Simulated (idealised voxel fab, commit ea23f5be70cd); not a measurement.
The process module that follows is named voxel transistor to metal.
Displayed cross-section: cut, width of 170 nm, square cells sized 5 nm.
Heads up, the way a cross-section reads in here is a grid of square cells, handed over as bands from the top down, with every band being one or more rows of cells.
In this notation a band is specified by the heights of its top and bottom, in that order and in nm, after which its materials appear from left to right, each paired with its width in nm. The word "throughout" attached to a single material means that material fills the band from edge to edge; the word "empty" stands for empty space.
Below 0: as-received wafer, all one material; heights counted from there. Lowest band: no bottom, goes on down, written "0..down".
The two numbers in a width such as "30..40" mark its ends across the band: the first belongs to the top row of cells, the second to the bottom row, and from each row to the next the width moves by the same amount.
The designation "remained the same", where it is given for a processing step, indicates that no cell of the cross-section was altered in the course of that step.
Entry "Closed void catalog" = empty spaces >= 8 cells with no open way to the top; each as width x height at distance, distance from left edge, all nm.
Post-settings text on a step line: simulator's own remark regarding the step.
overlay nm: mask right of planned place by this much (step with mask). Neg. = left.
The process steps that were planned are listed below
| 1 | RECEIVE [material Si] |
| 2 | OXIDIZE [depth nm 5] |
| 3 | CONFORMAL_DEP [material SiN] [thk nm 10] |
| 4 | PATTERN [tone cover] [mask id ACTIVE] [material resist] [width nm 95] [thk nm 20] [overlay nm 0] |
| 5 | DIRECTIONAL_ETCH [etch materials SiN] [depth nm 10] |
| 6 | DIRECTIONAL_ETCH [etch materials SiO2] [depth nm 5] |
| 7 | DIRECTIONAL_ETCH [etch materials Si] [depth nm 35] |
| 8 | STRIP [etch materials resist] |
| 9 | OXIDIZE [depth nm 5] |
| 10 | FILL_DEP [material SiO2] [thk nm 15] |
| 11 | CMP [height nm 10] |
| 12 | SELECTIVE_ETCH [etch materials SiO2] [depth nm 10] |
| 13 | STRIP [etch materials SiN] |
| 14 | SELECTIVE_ETCH [etch materials SiO2] [depth nm 5] |
| 15 | OXIDIZE [depth nm 5] |
| 16 | DIRECTIONAL_DEP [material polySi] [thk nm 25] |
| 17 | DIRECTIONAL_DEP [material SiCN] [thk nm 10] |
| 18 | MASKED_ETCH [tone cover] [mask id GATE] [width nm 25] [etch materials SiCN] [depth nm 20] [overlay nm 0] |
| 19 | MASKED_ETCH [tone cover] [mask id GATE] [width nm 25] [etch materials polySi] [depth nm 35] [overlay nm 0] |
| 20 | CONFORMAL_DEP [material SiO2] [thk nm 5] |
| 21 | DIRECTIONAL_ETCH [etch materials SiO2] [depth nm 5] |
| 22 | CONFORMAL_DEP [material SiN] [thk nm 10] |
| 23 | DIRECTIONAL_ETCH [etch materials SiN] [depth nm 10] |
| 24 | DIRECTIONAL_ETCH [etch materials SiO2] [depth nm 5] |
| 25 | EPI [material pSi] [thk nm 5] |
| 26 | FILL_DEP [material SiO2] [thk nm 10] |
| 27 | CMP [height nm 20] |
| 28 | STRIP [etch materials polySi] |
| 29 | SELECTIVE_ETCH [etch materials SiO2] [depth nm 5] |
| 30 | CONFORMAL_DEP [material HfO2] [thk nm 5] |
| 31 | CONFORMAL_DEP [material TiN] [thk nm 5] |
| 32 | FILL_DEP [material W] [thk nm 10] |
| 33 | CMP [height nm 15] |
| 34 | DIRECTIONAL_DEP [material SiO2] [thk nm 15] |
| 35 | MASKED_ETCH [tone open] [mask id CONTACT] [width nm 15] [pitch nm 70] [etch materials SiO2] [depth nm 35] [overlay nm 0] |
| 36 | CONFORMAL_DEP [material TiN] [thk nm 5] |
| 37 | FILL_DEP [material W] [thk nm 10] |
| 38 | CMP [height nm 30] |
| 39 | CONFORMAL_DEP [material SiN] [thk nm 5] |
| 40 | DIRECTIONAL_DEP [material lowk] [thk nm 20] |
| 41 | MASKED_ETCH [tone open] [mask id METAL_1] [width nm 15] [pitch nm 70] [etch materials lowk] [depth nm 20] [overlay nm 0] |
| 42 | MASKED_ETCH [tone open] [mask id METAL_1] [width nm 15] [pitch nm 70] [etch materials SiN] [depth nm 5] [overlay nm 0] |
| 43 | CONFORMAL_DEP [material TiN] [thk nm 5] |
| 44 | FILL_DEP [material W] [thk nm 5] |
| 45 | CMP [height nm 55] |
| 46 | EPI [material Ru] [thk nm 5] |
| 47 | FILL_DEP [material SiCN] [thk nm 5] |
Wafer-to-wafer difference: width nm, step 41. Common start. Plan = first wafer's value.
Cut through the first of several wafers as received, post step 1
	0..down: Si throughout
	Closed void catalog: none
Per wafer (row), end of module: delta in cells per material since receipt, (+) for gained, (-) for lost; closed voids after that
width nm 15; +15 HfO2; +10 Ru; -187 Si; +58 SiCN; +44 SiN; +290 SiO2; +63 TiN; +29 W; +112 lowk; +8 pSi; Closed void catalog: none
width nm 20; +15 HfO2; +12 Ru; -187 Si; +56 SiCN; +44 SiN; +290 SiO2; +65 TiN; +35 W; +104 lowk; +8 pSi; Closed void catalog: none
width nm 25; +15 HfO2; +14 Ru; -187 Si; +54 SiCN; +44 SiN; +290 SiO2; +67 TiN; +41 W; +96 lowk; +8 pSi; Closed void catalog: none
width nm 30; +15 HfO2; +16 Ru; -187 Si; +52 SiCN; +44 SiN; +290 SiO2; +69 TiN; +47 W; +88 lowk; +8 pSi; Closed void catalog: none
